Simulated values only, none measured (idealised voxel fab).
This is a process module. Its name is voxel self aligned vias.
Cross-section cut spans 210 nm and uses square cells 5 nm in size.
Cross-section = grid of square cells, listed top down in bands; band = one or more rows. Heads up on the band format: heights come first, top then bottom, in nm. After that it's the materials left to right, each with its width in nm. A single material flagged "all across" fills the whole band edge to edge, and "blank" means there's empty space there. We count height from 0. Below that, the starting wafer is all one material. The lowest band never ends at the bottom but goes on down; see "z 0 and below" for how that is written. The expression "30 to 40" gives the width at the extremes of the band, the first number at its top row of cells and the second at its bottom row, with the width changing by equal amounts from each row to the next in between. You'll sometimes find "nothing changed" written for a step, and that's the way of saying that nowhere in the cross-section did a cell change during that step. Empty spaces without an open route to the top, at least 8 cells in extent, make up the entry "Enclosed cavities"; each is given as width x height at distance, where the distance is measured from the left edge, and all are in nm. Where a step's line continues beyond its settings, the continuation is a remark by the simulator itself on that step. Among the settings permitted on a step's line is "overlay nm"; applied to a step with a mask, it specifies the extent to which the mask lay to the right of its planned position, whereas a negative figure signifies a position to the left.
### Below is the list of planned process steps
1) RECEIVE | material Si
2) CONFORMAL_DEP | material SiO2 | thk nm 10
3) CONFORMAL_DEP | material SiCN | thk nm 5
4) DIRECTIONAL_DEP | material SiO2 | thk nm 25
5) DIRECTIONAL_DEP | material aC | thk nm 15
6) PATTERN | tone open | mask id LINES | material resist | width nm 15 | pitch nm 65 | thk nm 30 | overlay nm 0
7) DIRECTIONAL_ETCH | etch materials aC | depth nm 15
8) STRIP | etch materials resist
9) DIRECTIONAL_ETCH | etch materials SiO2 | depth nm 25
10) STRIP | etch materials aC
11) CONFORMAL_DEP | material TiN | thk nm 5
12) FILL_DEP | material Ru | thk nm 10
13) CMP | height nm 40
14) SELECTIVE_ETCH | etch materials W Ru TiN | depth nm 10
15) FILL_DEP | material SiN | thk nm 5
16) CMP | height nm 40
17) DIRECTIONAL_DEP | material SiO2 | thk nm 20
18) MASKED_ETCH | tone open | mask id VIAS | width nm 40 | pitch nm 130 | etch materials SiO2 | depth nm 20 | overlay nm 0
19) MASKED_ETCH | tone open | mask id VIAS | width nm 40 | pitch nm 130 | etch materials SiN | depth nm 10 | overlay nm 0
20) CONFORMAL_DEP | material TiN | thk nm 5
21) FILL_DEP | material Cu | thk nm 10
22) CMP | height nm 60
23) CONFORMAL_DEP | material SiCN | thk nm 5
Wafer-to-wafer difference: width nm, step 6. Common start. Plan = first wafer's value.
### Cross-section, first of several wafers, as delivered after step 1
- z 0 and below  Si all across
- Enclosed cavities: none
### The following table contains a row per wafer, in which are reported, at the conclusion of the module, the cells of each material gained (+) or lost (-) since the wafer's receipt, with its closed voids given thereafter
width nm 15; +40 Cu; +6 Ru; +84 SiCN; +6 SiN; +353 SiO2; +57 TiN; Enclosed cavities: none
width nm 20; +44 Cu; +12 Ru; +84 SiCN; +8 SiN; +338 SiO2; +60 TiN; Enclosed cavities: none
width nm 25; +48 Cu; +18 Ru; +84 SiCN; +10 SiN; +323 SiO2; +63 TiN; Enclosed cavities: none
width nm 30; +52 Cu; +24 Ru; +84 SiCN; +12 SiN; +308 SiO2; +66 TiN; Enclosed cavities: none
width nm 35; +56 Cu; +30 Ru; +84 SiCN; +14 SiN; +293 SiO2; +69 TiN; Enclosed cavities: none
